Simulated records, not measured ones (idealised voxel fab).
The name of this process module is voxel local oxidation.
Shown is cross-section cut, with a width of 280 nm and square cells of size 5 nm.
The cross-sections in this document take the form of a grid made of square cells. They are written out as bands, in order from top to bottom. Each band consists of one or more rows of cells.
In this notation a band is specified by the heights of its top and bottom, in that order and in nm, after which its materials appear from left to right, each paired with its width in nm. The word "edge to edge" attached to a single material means that material fills the band from edge to edge; the word "blank" stands for empty space.
The reference from which all heights are counted is 0, the level beneath which the as-received wafer is entirely one material; the lowest band, having no lower bound, proceeds downward and is written after the example "z 0 and below".
Width: "30 to 40" (first number = top row, second number = bottom row, same change from row to row of cells).
"no alterations made" -> step changed no cross-section cell.
Listed in "Enclosed void inventory": every empty space of 8 or more cells without an open way to the top. Form: width x height at distance, the distance being from the left edge, all in nm.
after a step's settings: what the simulator itself notes on the step
Among the settings permitted on a step's line is "overlay nm"; applied to a step with a mask, it specifies the extent to which the mask lay to the right of its planned position, whereas a negative figure signifies a position to the left.
-- The process steps that were planned are listed below
step 1: RECEIVE,material Si
step 2: CONFORMAL_DEP,material SiO2,thk nm 5
step 3: CONFORMAL_DEP,material SiN,thk nm 15
step 4: DIRECTIONAL_DEP,material aC,thk nm 15
step 5: PATTERN,tone cover,mask id ACTIVE,material resist,width nm 125,thk nm 30,overlay nm 0
step 6: DIRECTIONAL_ETCH,etch materials aC,depth nm 15
step 7: STRIP,etch materials resist
step 8: DIRECTIONAL_ETCH,etch materials SiN,depth nm 15
step 9: STRIP,etch materials aC
step 10: SELECTIVE_ETCH,etch materials SiO2,depth nm 5
step 11: OXIDIZE,depth nm 15
step 12: STRIP,etch materials SiN
-- Cross-section of the incoming wafer, state after step 1
	z 0 and below = Si edge to edge
	Enclosed void inventory: none
-- End-of-module cross-section of the first of two wafers, processed as planned
	z 5 to 0 = blank 80; SiO2 115; blank 85
	z 0 to -15 = SiO2 95; Si 85; SiO2 100
	z -15 and below = Si edge to edge
	Enclosed void inventory: none
-- Cross-section, wafer two of two, end of module: same start and plan as wafer one, one error in execution
	z 5 to 0 = blank 85; SiO2 110; blank 85
	z 0 to -15 = SiO2 100; Si 80; SiO2 100
	z -15 and below = Si edge to edge
	Enclosed void inventory: none
Error vs. plan: step 5 ran as: PATTERN,tone cover,mask id ACTIVE,material resist,width nm 120,thk nm 30,overlay nm 0
Cell-count delta at end, second wafer over first, by material: Si -3; SiO2 +2
